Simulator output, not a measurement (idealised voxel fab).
A process module follows: voxel self aligned vias.
Section cut is 265 nm wide and gridded with 5 nm square cells.
Bands, listed from the top down, are how a cross-section gets written in this document; the cross-section itself is a grid of square cells, and a band is one or more rows of them. Heads up on the band format: heights come first, top then bottom, in nm. After that it's the materials left to right, each with its width in nm. A single material flagged "full width" fills the whole band edge to edge, and "empty" means there's empty space there. Counting heights begins at 0, where everything beneath is, in the wafer as received, one material. The lowest band has no bottom; it goes on downwards, as "from 0 down" shows. The two numbers in a width such as "30->40" mark its ends across the band: the first belongs to the top row of cells, the second to the bottom row, and from each row to the next the width moves by the same amount. "remained unchanged", as given for a step, is the statement that not any cell of the cross-section underwent a change during that step. In the "Unvented internal voids" entry, you get each enclosed empty space of 8 cells or more, one with no open way to the top, written width x height at distance, distance from the left edge, in nm. Note: text after step settings on the step line = simulator remark on that step. On any step carrying a mask, the "overlay nm" setting, if present on the step's line, tells how far right of its planned place the mask lay; negative values point to the left.

[Steps in the process plan]
1,RECEIVE (material Si)
2,CONFORMAL_DEP (material SiO2; thk nm 15)
3,CONFORMAL_DEP (material SiCN; thk nm 5)
4,DIRECTIONAL_DEP (material lowk; thk nm 25)
5,DIRECTIONAL_DEP (material aC; thk nm 10)
6,PATTERN (tone open; mask id LINES; material resist; width nm 30; pitch nm 80; thk nm 30; overlay nm 0)
7,DIRECTIONAL_ETCH (etch materials aC; depth nm 10)
8,STRIP (etch materials resist)
9,DIRECTIONAL_ETCH (etch materials lowk; depth nm 25)
10,STRIP (etch materials aC)
11,CONFORMAL_DEP (material TiN; thk nm 5)
12,FILL_DEP (material Ru; thk nm 10)
13,CMP (height nm 45)
14,SELECTIVE_ETCH (etch materials W Ru TiN; depth nm 10)
15,FILL_DEP (material SiN; thk nm 5)
16,CMP (height nm 45)
17,DIRECTIONAL_DEP (material lowk; thk nm 15)
18,DIRECTIONAL_DEP (material aC; thk nm 10)
19,PATTERN (tone open; mask id VIAS; material resist; width nm 50; pitch nm 160; thk nm 30; overlay nm 0)
20,DIRECTIONAL_ETCH (etch materials aC; depth nm 10)
21,STRIP (etch materials resist)
22,DIRECTIONAL_ETCH (etch materials lowk; depth nm 15)
23,DIRECTIONAL_ETCH (etch materials SiN; depth nm 10)
24,STRIP (etch materials aC)
25,CONFORMAL_DEP (material TiN; thk nm 5)
26,FILL_DEP (material Cu; thk nm 10)
27,CMP (height nm 60)
28,CONFORMAL_DEP (material SiCN; thk nm 5)

[The first of two wafers, run as planned]

[As received (post step 1): cross-section]
> from 0 down: Si full width
> Unvented internal voids: none

[Step 2 complete: cross-section through the wafer]
> from 15 to 0: SiO2 full width
> At heights below 0, the structure remains unaltered.

[Step 3 complete: cross-section through the wafer]
> from 20 to 15: SiCN full width
> At heights below 15, the structure remains unaltered.

[Step 4 complete: cross-section through the wafer]
> from 45 to 20: lowk full width
> At heights below 20, the structure remains unaltered.

[Step 5 complete: cross-section through the wafer]
> from 55 to 45: aC full width
> At heights below 45, the structure remains unaltered.

[Step 6 complete: cross-section through the wafer]
> from 85 to 55: 35 of resist, then 30 of empty, then 50 of resist, then 30 of empty, then 50 of resist, then 30 of empty, then 40 of resist
> At heights below 55, the structure remains unaltered.

[Step 7 complete: cross-section through the wafer]
> from 75 to 55: 35 of resist, then 30 of empty, then 50 of resist, then 30 of empty, then 50 of resist, then 30 of empty, then 40 of resist
> from 55 to 45: 35 of aC, then 30 of empty, then 50 of aC, then 30 of empty, then 50 of aC, then 30 of empty, then 40 of aC
> At heights below 45, the structure remains unaltered.

[Step 8 complete: cross-section through the wafer]
> from 55 to 45: 35 of aC, then 30 of empty, then 50 of aC, then 30 of empty, then 50 of aC, then 30 of empty, then 40 of aC
> At heights below 45, the structure remains unaltered.

[Step 9 complete: cross-section through the wafer]
> from 55 to 45: 35 of aC, then 30 of empty, then 50 of aC, then 30 of empty, then 50 of aC, then 30 of empty, then 40 of aC
> from 45 to 20: 35 of lowk, then 30 of empty, then 50 of lowk, then 30 of empty, then 50 of lowk, then 30 of empty, then 40 of lowk
> At heights below 20, the structure remains unaltered.

[Step 10 complete: cross-section through the wafer]
> from 45 to 20: 35 of lowk, then 30 of empty, then 50 of lowk, then 30 of empty, then 50 of lowk, then 30 of empty, then 40 of lowk
> At heights below 20, the structure remains unaltered.

[Step 11 complete: cross-section through the wafer]
> from 50 to 45: 40 of TiN, then 20 of empty, then 60 of TiN, then 20 of empty, then 60 of TiN, then 20 of empty, then 45 of TiN
> from 45 to 25: 35 of lowk, then 5 of TiN, then 20 of empty, then 5 of TiN, then 50 of lowk, then 5 of TiN, then 20 of empty, then 5 of TiN, then 50 of lowk, then 5 of TiN, then 20 of empty, then 5 of TiN, then 40 of lowk
> from 25 to 20: 35 of lowk, then 30 of TiN, then 50 of lowk, then 30 of TiN, then 50 of lowk, then 30 of TiN, then 40 of lowk
> At heights below 20, the structure remains unaltered.

[Step 12 complete: cross-section through the wafer]
> from 60 to 50: Ru full width
> from 50 to 45: 40 of TiN, then 20 of Ru, then 60 of TiN, then 20 of Ru, then 60 of TiN, then 20 of Ru, then 45 of TiN
> from 45 to 25: 35 of lowk, then 5 of TiN, then 20 of Ru, then 5 of TiN, then 50 of lowk, then 5 of TiN, then 20 of Ru, then 5 of TiN, then 50 of lowk, then 5 of TiN, then 20 of Ru, then 5 of TiN, then 40 of lowk
> At heights below 25, the structure remains unaltered.

[Step 13 complete: cross-section through the wafer]
> from 45 to 25: 35 of lowk, then 5 of TiN, then 20 of Ru, then 5 of TiN, then 50 of lowk, then 5 of TiN, then 20 of Ru, then 5 of TiN, then 50 of lowk, then 5 of TiN, then 20 of Ru, then 5 of TiN, then 40 of lowk
> At heights below 25, the structure remains unaltered.

[Step 14 complete: cross-section through the wafer]
> from 45 to 35: 35 of lowk, then 30 of empty, then 50 of lowk, then 30 of empty, then 50 of lowk, then 30 of empty, then 40 of lowk
> At heights below 35, the structure remains unaltered.

[Step 15 complete: cross-section through the wafer]
> from 50 to 45: SiN full width
> from 45 to 35: 35 of lowk, then 30 of SiN, then 50 of lowk, then 30 of SiN, then 50 of lowk, then 30 of SiN, then 40 of lowk
> At heights below 35, the structure remains unaltered.

[Step 16 complete: cross-section through the wafer]
> from 45 to 35: 35 of lowk, then 30 of SiN, then 50 of lowk, then 30 of SiN, then 50 of lowk, then 30 of SiN, then 40 of lowk
> At heights below 35, the structure remains unaltered.

[Step 17 complete: cross-section through the wafer]
> from 60 to 45: lowk full width
> At heights below 45, the structure remains unaltered.

[Step 18 complete: cross-section through the wafer]
> from 70 to 60: aC full width
> At heights below 60, the structure remains unaltered.

[Step 19 complete: cross-section through the wafer]
> from 100 to 70: 25 of resist, then 50 of empty, then 110 of resist, then 50 of empty, then 30 of resist
> At heights below 70, the structure remains unaltered.

[Step 20 complete: cross-section through the wafer]
> from 90 to 70: 25 of resist, then 50 of empty, then 110 of resist, then 50 of empty, then 30 of resist
> from 70 to 60: 25 of aC, then 50 of empty, then 110 of aC, then 50 of empty, then 30 of aC
> At heights below 60, the structure remains unaltered.

[Step 21 complete: cross-section through the wafer]
> from 70 to 60: 25 of aC, then 50 of empty, then 110 of aC, then 50 of empty, then 30 of aC
> At heights below 60, the structure remains unaltered.

[Step 22 complete: cross-section through the wafer]
> from 70 to 60: 25 of aC, then 50 of empty, then 110 of aC, then 50 of empty, then 30 of aC
> from 60 to 45: 25 of lowk, then 50 of empty, then 110 of lowk, then 50 of empty, then 30 of lowk
> At heights below 45, the structure remains unaltered.

[Step 23 complete: cross-section through the wafer]
> from 70 to 60: 25 of aC, then 50 of empty, then 110 of aC, then 50 of empty, then 30 of aC
> from 60 to 45: 25 of lowk, then 50 of empty, then 110 of lowk, then 50 of empty, then 30 of lowk
> from 45 to 35: 35 of lowk, then 30 of empty, then 50 of lowk, then 30 of SiN, then 50 of lowk, then 30 of empty, then 40 of lowk
> At heights below 35, the structure remains unaltered.

[Step 24 complete: cross-section through the wafer]
> from 60 to 45: 25 of lowk, then 50 of empty, then 110 of lowk, then 50 of empty, then 30 of lowk
> At heights below 45, the structure remains unaltered.

[Step 25 complete: cross-section through the wafer]
> from 65 to 60: 30 of TiN, then 40 of empty, then 120 of TiN, then 40 of empty, then 35 of TiN
> from 60 to 50: 25 of lowk, then 5 of TiN, then 40 of empty, then 5 of TiN, then 110 of lowk, then 5 of TiN, then 40 of empty, then 5 of TiN, then 30 of lowk
> from 50 to 45: 25 of lowk, then 15 of TiN, then 20 of empty, then 15 of TiN, then 110 of lowk, then 15 of TiN, then 20 of empty, then 15 of TiN, then 30 of lowk
> from 45 to 40: 35 of lowk, then 5 of TiN, then 20 of empty, then 5 of TiN, then 50 of lowk, then 30 of SiN, then 50 of lowk, then 5 of TiN, then 20 of empty, then 5 of TiN, then 40 of lowk
> from 40 to 35: 35 of lowk, then 30 of TiN, then 50 of lowk, then 30 of SiN, then 50 of lowk, then 30 of TiN, then 40 of lowk
> At heights below 35, the structure remains unaltered.

[Step 26 complete: cross-section through the wafer]
> from 75 to 65: Cu full width
> from 65 to 60: 30 of TiN, then 40 of Cu, then 120 of TiN, then 40 of Cu, then 35 of TiN
> from 60 to 50: 25 of lowk, then 5 of TiN, then 40 of Cu, then 5 of TiN, then 110 of lowk, then 5 of TiN, then 40 of Cu, then 5 of TiN, then 30 of lowk
> from 50 to 45: 25 of lowk, then 15 of TiN, then 20 of Cu, then 15 of TiN, then 110 of lowk, then 15 of TiN, then 20 of Cu, then 15 of TiN, then 30 of lowk
> from 45 to 40: 35 of lowk, then 5 of TiN, then 20 of Cu, then 5 of TiN, then 50 of lowk, then 30 of SiN, then 50 of lowk, then 5 of TiN, then 20 of Cu, then 5 of TiN, then 40 of lowk
> At heights below 40, the structure remains unaltered.

[Step 27 complete: cross-section through the wafer]
> from 60 to 50: 25 of lowk, then 5 of TiN, then 40 of Cu, then 5 of TiN, then 110 of lowk, then 5 of TiN, then 40 of Cu, then 5 of TiN, then 30 of lowk
> At heights below 50, the structure remains unaltered.

[Step 28 complete: cross-section through the wafer]
> from 65 to 60: SiCN full width
> At heights below 60, the structure remains unaltered.

[Second wafer: same start and same plan as the first, one execution error; identical to the first through step 1]

[Second wafer profile in section, at the moment step 2 of the plan was meant to be complete]
> from 5 to 0: SiCN full width
> At heights below 0, the structure remains unaltered.

[Second wafer profile in section, at the moment step 3 of the plan was meant to be complete]
> from 20 to 5: SiO2 full width
> At heights below 5, the structure remains unaltered.

[Second wafer profile in section, at the moment step 4 of the plan was meant to be complete]
> from 45 to 20: lowk full width
> At heights below 20, the structure remains unaltered.

[Second wafer profile in section, at the moment step 5 of the plan was meant to be complete]
> from 55 to 45: aC full width
> At heights below 45, the structure remains unaltered.

[Second wafer profile in section, at the moment step 6 of the plan was meant to be complete]
> from 85 to 55: 35 of resist, then 30 of empty, then 50 of resist, then 30 of empty, then 50 of resist, then 30 of empty, then 40 of resist
> At heights below 55, the structure remains unaltered.

[Second wafer profile in section, at the moment step 7 of the plan was meant to be complete]
> from 75 to 55: 35 of resist, then 30 of empty, then 50 of resist, then 30 of empty, then 50 of resist, then 30 of empty, then 40 of resist
> from 55 to 45: 35 of aC, then 30 of empty, then 50 of aC, then 30 of empty, then 50 of aC, then 30 of empty, then 40 of aC
> At heights below 45, the structure remains unaltered.

[Second wafer profile in section, at the moment step 8 of the plan was meant to be complete]
> from 55 to 45: 35 of aC, then 30 of empty, then 50 of aC, then 30 of empty, then 50 of aC, then 30 of empty, then 40 of aC
> At heights below 45, the structure remains unaltered.

[Second wafer profile in section, at the moment step 9 of the plan was meant to be complete]
> from 55 to 45: 35 of aC, then 30 of empty, then 50 of aC, then 30 of empty, then 50 of aC, then 30 of empty, then 40 of aC
> from 45 to 20: 35 of lowk, then 30 of empty, then 50 of lowk, then 30 of empty, then 50 of lowk, then 30 of empty, then 40 of lowk
> At heights below 20, the structure remains unaltered.

[Second wafer profile in section, at the moment step 10 of the plan was meant to be complete]
> from 45 to 20: 35 of lowk, then 30 of empty, then 50 of lowk, then 30 of empty, then 50 of lowk, then 30 of empty, then 40 of lowk
> At heights below 20, the structure remains unaltered.

[Second wafer profile in section, at the moment step 11 of the plan was meant to be complete]
> from 50 to 45: 40 of TiN, then 20 of empty, then 60 of TiN, then 20 of empty, then 60 of TiN, then 20 of empty, then 45 of TiN
> from 45 to 25: 35 of lowk, then 5 of TiN, then 20 of empty, then 5 of TiN, then 50 of lowk, then 5 of TiN, then 20 of empty, then 5 of TiN, then 50 of lowk, then 5 of TiN, then 20 of empty, then 5 of TiN, then 40 of lowk
> from 25 to 20: 35 of lowk, then 30 of TiN, then 50 of lowk, then 30 of TiN, then 50 of lowk, then 30 of TiN, then 40 of lowk
> At heights below 20, the structure remains unaltered.

[Second wafer profile in section, at the moment step 12 of the plan was meant to be complete]
> from 60 to 50: Ru full width
> from 50 to 45: 40 of TiN, then 20 of Ru, then 60 of TiN, then 20 of Ru, then 60 of TiN, then 20 of Ru, then 45 of TiN
> from 45 to 25: 35 of lowk, then 5 of TiN, then 20 of Ru, then 5 of TiN, then 50 of lowk, then 5 of TiN, then 20 of Ru, then 5 of TiN, then 50 of lowk, then 5 of TiN, then 20 of Ru, then 5 of TiN, then 40 of lowk
> At heights below 25, the structure remains unaltered.

[Second wafer profile in section, at the moment step 13 of the plan was meant to be complete]
> from 45 to 25: 35 of lowk, then 5 of TiN, then 20 of Ru, then 5 of TiN, then 50 of lowk, then 5 of TiN, then 20 of Ru, then 5 of TiN, then 50 of lowk, then 5 of TiN, then 20 of Ru, then 5 of TiN, then 40 of lowk
> At heights below 25, the structure remains unaltered.

[Second wafer profile in section, at the moment step 14 of the plan was meant to be complete]
> from 45 to 35: 35 of lowk, then 30 of empty, then 50 of lowk, then 30 of empty, then 50 of lowk, then 30 of empty, then 40 of lowk
> At heights below 35, the structure remains unaltered.

[Second wafer profile in section, at the moment step 15 of the plan was meant to be complete]
> from 50 to 45: SiN full width
> from 45 to 35: 35 of lowk, then 30 of SiN, then 50 of lowk, then 30 of SiN, then 50 of lowk, then 30 of SiN, then 40 of lowk
> At heights below 35, the structure remains unaltered.

[Second wafer profile in section, at the moment step 16 of the plan was meant to be complete]
> from 45 to 35: 35 of lowk, then 30 of SiN, then 50 of lowk, then 30 of SiN, then 50 of lowk, then 30 of SiN, then 40 of lowk
> At heights below 35, the structure remains unaltered.

[Second wafer profile in section, at the moment step 17 of the plan was meant to be complete]
> from 60 to 45: lowk full width
> At heights below 45, the structure remains unaltered.

[Second wafer profile in section, at the moment step 18 of the plan was meant to be complete]
> from 70 to 60: aC full width
> At heights below 60, the structure remains unaltered.

[Second wafer profile in section, at the moment step 19 of the plan was meant to be complete]
> from 100 to 70: 25 of resist, then 50 of empty, then 110 of resist, then 50 of empty, then 30 of resist
> At heights below 70, the structure remains unaltered.

[Second wafer profile in section, at the moment step 20 of the plan was meant to be complete]
> from 90 to 70: 25 of resist, then 50 of empty, then 110 of resist, then 50 of empty, then 30 of resist
> from 70 to 60: 25 of aC, then 50 of empty, then 110 of aC, then 50 of empty, then 30 of aC
> At heights below 60, the structure remains unaltered.

[Second wafer profile in section, at the moment step 21 of the plan was meant to be complete]
> from 70 to 60: 25 of aC, then 50 of empty, then 110 of aC, then 50 of empty, then 30 of aC
> At heights below 60, the structure remains unaltered.

[Second wafer profile in section, at the moment step 22 of the plan was meant to be complete]
> from 70 to 60: 25 of aC, then 50 of empty, then 110 of aC, then 50 of empty, then 30 of aC
> from 60 to 45: 25 of lowk, then 50 of empty, then 110 of lowk, then 50 of empty, then 30 of lowk
> At heights below 45, the structure remains unaltered.

[Second wafer profile in section, at the moment step 23 of the plan was meant to be complete]
> from 70 to 60: 25 of aC, then 50 of empty, then 110 of aC, then 50 of empty, then 30 of aC
> from 60 to 45: 25 of lowk, then 50 of empty, then 110 of lowk, then 50 of empty, then 30 of lowk
> from 45 to 35: 35 of lowk, then 30 of empty, then 50 of lowk, then 30 of SiN, then 50 of lowk, then 30 of empty, then 40 of lowk
> At heights below 35, the structure remains unaltered.

[Second wafer profile in section, at the moment step 24 of the plan was meant to be complete]
> from 60 to 45: 25 of lowk, then 50 of empty, then 110 of lowk, then 50 of empty, then 30 of lowk
> At heights below 45, the structure remains unaltered.

[Second wafer profile in section, at the moment step 25 of the plan was meant to be complete]
> from 65 to 60: 30 of TiN, then 40 of empty, then 120 of TiN, then 40 of empty, then 35 of TiN
> from 60 to 50: 25 of lowk, then 5 of TiN, then 40 of empty, then 5 of TiN, then 110 of lowk, then 5 of TiN, then 40 of empty, then 5 of TiN, then 30 of lowk
> from 50 to 45: 25 of lowk, then 15 of TiN, then 20 of empty, then 15 of TiN, then 110 of lowk, then 15 of TiN, then 20 of empty, then 15 of TiN, then 30 of lowk
> from 45 to 40: 35 of lowk, then 5 of TiN, then 20 of empty, then 5 of TiN, then 50 of lowk, then 30 of SiN, then 50 of lowk, then 5 of TiN, then 20 of empty, then 5 of TiN, then 40 of lowk
> from 40 to 35: 35 of lowk, then 30 of TiN, then 50 of lowk, then 30 of SiN, then 50 of lowk, then 30 of TiN, then 40 of lowk
> At heights below 35, the structure remains unaltered.

[Second wafer profile in section, at the moment step 26 of the plan was meant to be complete]
> from 75 to 65: Cu full width
> from 65 to 60: 30 of TiN, then 40 of Cu, then 120 of TiN, then 40 of Cu, then 35 of TiN
> from 60 to 50: 25 of lowk, then 5 of TiN, then 40 of Cu, then 5 of TiN, then 110 of lowk, then 5 of TiN, then 40 of Cu, then 5 of TiN, then 30 of lowk
> from 50 to 45: 25 of lowk, then 15 of TiN, then 20 of Cu, then 15 of TiN, then 110 of lowk, then 15 of TiN, then 20 of Cu, then 15 of TiN, then 30 of lowk
> from 45 to 40: 35 of lowk, then 5 of TiN, then 20 of Cu, then 5 of TiN, then 50 of lowk, then 30 of SiN, then 50 of lowk, then 5 of TiN, then 20 of Cu, then 5 of TiN, then 40 of lowk
> At heights below 40, the structure remains unaltered.

[Second wafer profile in section, at the moment step 27 of the plan was meant to be complete]
> from 60 to 50: 25 of lowk, then 5 of TiN, then 40 of Cu, then 5 of TiN, then 110 of lowk, then 5 of TiN, then 40 of Cu, then 5 of TiN, then 30 of lowk
> At heights below 50, the structure remains unaltered.

[Second wafer profile in section, at the moment step 28 of the plan was meant to be complete]
> from 65 to 60: SiCN full width
> At heights below 60, the structure remains unaltered.
The plan and the run diverged here: so 2 and 3 got swapped relative to the plan, each ran where the other was supposed to
Same inventory, different map: at the end, the second wafer holds as many cells of each material as the first, placed elsewhere.
